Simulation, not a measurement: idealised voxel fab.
A process module follows: voxel wiring stack.
We display cut, a cross-section 170 nm in width whose square cells are each 5 nm.
If you're reading a cross-section in this doc, picture square cells in a grid; it comes to you as bands, top ones listed first down to the bottom, and a band can be one or more rows of cells. Top, bottom (nm), then materials left to right with widths (nm); lone material tagged "everywhere" fills the whole band edge to edge; "empty" = empty space. Convention: height 0 is the level below which the wafer, as received, is all one material. The lowest band does not terminate at the bottom but continues downward, represented as "top 0, no bottom". The two numbers in a width such as "30..40" mark its ends across the band: the first belongs to the top row of cells, the second to the bottom row, and from each row to the next the width moves by the same amount. Reading "no modifications" for a step: not a cell of the cross-section changed in it. Entry "Trapped cavities" = empty spaces >= 8 cells with no open way to the top; each as width x height at distance, distance from left edge, all nm. What comes after the settings on a step's line is commentary from the simulator itself on that step. "overlay nm" on a masked step: distance the mask lay right of its planned place, negative for left.
## So here's the lineup of process steps we planned
step 1: RECEIVE (material Si)
step 2: CONFORMAL_DEP (material SiO2; thk nm 15)
step 3: DIRECTIONAL_DEP (material TiN; thk nm 5)
step 4: DIRECTIONAL_DEP (material W; thk nm 20)
step 5: PATTERN (tone cover; mask id METAL_1; material resist; width nm 20; pitch nm 45; thk nm 20; overlay nm 0)
step 6: DIRECTIONAL_ETCH (etch materials W; depth nm 20)
step 7: DIRECTIONAL_ETCH (etch materials TiN; depth nm 5)
step 8: STRIP (etch materials resist)
step 9: CONFORMAL_DEP (material SiCN; thk nm 5)
step 10: FILL_DEP (material lowk; thk nm 10)
step 11: CMP (height nm 40)
step 12: CONFORMAL_DEP (material SiCN; thk nm 5)
step 13: DIRECTIONAL_DEP (material lowk; thk nm 10)
step 14: DIRECTIONAL_DEP (material aC; thk nm 10)
step 15: PATTERN (tone open; mask id PLUG_1; material resist; width nm 15; pitch nm 45; thk nm 30; overlay nm 0)
step 16: DIRECTIONAL_ETCH (etch materials aC; depth nm 10)
step 17: STRIP (etch materials resist)
step 18: DIRECTIONAL_ETCH (etch materials lowk; depth nm 10)
step 19: DIRECTIONAL_ETCH (etch materials SiCN; depth nm 5)
step 20: STRIP (etch materials aC)
step 21: EPI (material Ru; thk nm 10)
step 22: EPI (material Ru; thk nm 5)
step 23: CONFORMAL_DEP (material SiCN; thk nm 5)
step 24: DIRECTIONAL_DEP (material SiO2; thk nm 25)
step 25: DIRECTIONAL_DEP (material aC; thk nm 15)
step 26: PATTERN (tone open; mask id METAL_2; material resist; width nm 20; pitch nm 45; thk nm 30; overlay nm 0)
step 27: DIRECTIONAL_ETCH (etch materials aC; depth nm 15)
step 28: STRIP (etch materials resist)
step 29: DIRECTIONAL_ETCH (etch materials SiO2; depth nm 25)
step 30: DIRECTIONAL_ETCH (etch materials SiCN; depth nm 5)
step 31: STRIP (etch materials aC)
step 32: CONFORMAL_DEP (material TiN; thk nm 5)
step 33: FILL_DEP (material Cu; thk nm 10)
step 34: CMP (height nm 85)
step 35: CONFORMAL_DEP (material SiCN; thk nm 5)
step 36: DIRECTIONAL_DEP (material SiO2; thk nm 30)
step 37: MASKED_ETCH (tone open; mask id METAL_3_HOLES; width nm 15; pitch nm 45; etch materials SiO2; depth nm 30; overlay nm 0)
step 38: MASKED_ETCH (tone open; mask id METAL_3; width nm 20; pitch nm 45; etch materials SiO2; depth nm 20; overlay nm 0)
step 39: MASKED_ETCH (tone open; mask id METAL_3; width nm 20; pitch nm 45; etch materials SiCN; depth nm 5; overlay nm 0)
step 40: CONFORMAL_DEP (material TiN; thk nm 5)
step 41: FILL_DEP (material Ru; thk nm 5)
step 42: CMP (height nm 120)
step 43: CONFORMAL_DEP (material SiCN; thk nm 5)
step 44: DIRECTIONAL_DEP (material SiO2; thk nm 30)
step 45: MASKED_ETCH (tone open; mask id METAL_4_HOLES; width nm 15; pitch nm 90; etch materials SiO2; depth nm 30; overlay nm 0)
step 46: MASKED_ETCH (tone open; mask id METAL_4; width nm 20; pitch nm 45; etch materials SiO2; depth nm 20; overlay nm 0)
step 47: MASKED_ETCH (tone open; mask id METAL_4; width nm 20; pitch nm 45; etch materials SiCN; depth nm 5; overlay nm 0)
step 48: CONFORMAL_DEP (material TiN; thk nm 5)
step 49: FILL_DEP (material Ru; thk nm 5)
step 50: CMP (height nm 155)
step 51: CONFORMAL_DEP (material SiN; thk nm 5)
Among the wafers covered here, the point of difference is the thk nm at step 9; their starting state is shared, and the plan presents the value of the first wafer.
## As received, i.e. after step 1: cross-section through the first of several wafers
  top 0, no bottom | Si everywhere
  Trapped cavities: none
## wafer rows; end of module; cells per material since receipt: (+) gained, (-) lost; then closed voids
thk nm 5 | +30 Cu | +78 Ru | +146 SiCN | +34 SiN | +494 SiO2 | +144 TiN | +48 W | +114 lowk | Trapped cavities: none
thk nm 10 | +30 Cu | +78 Ru | +180 SiCN | +34 SiN | +494 SiO2 | +144 TiN | +48 W | +80 lowk | Trapped cavities: none
thk nm 15 | +30 Cu | +78 Ru | +198 SiCN | +34 SiN | +494 SiO2 | +144 TiN | +48 W | +62 lowk | Trapped cavities: none
thk nm 20 | +30 Cu | +78 Ru | +206 SiCN | +34 SiN | +494 SiO2 | +144 TiN | +48 W | +54 lowk | Trapped cavities: none
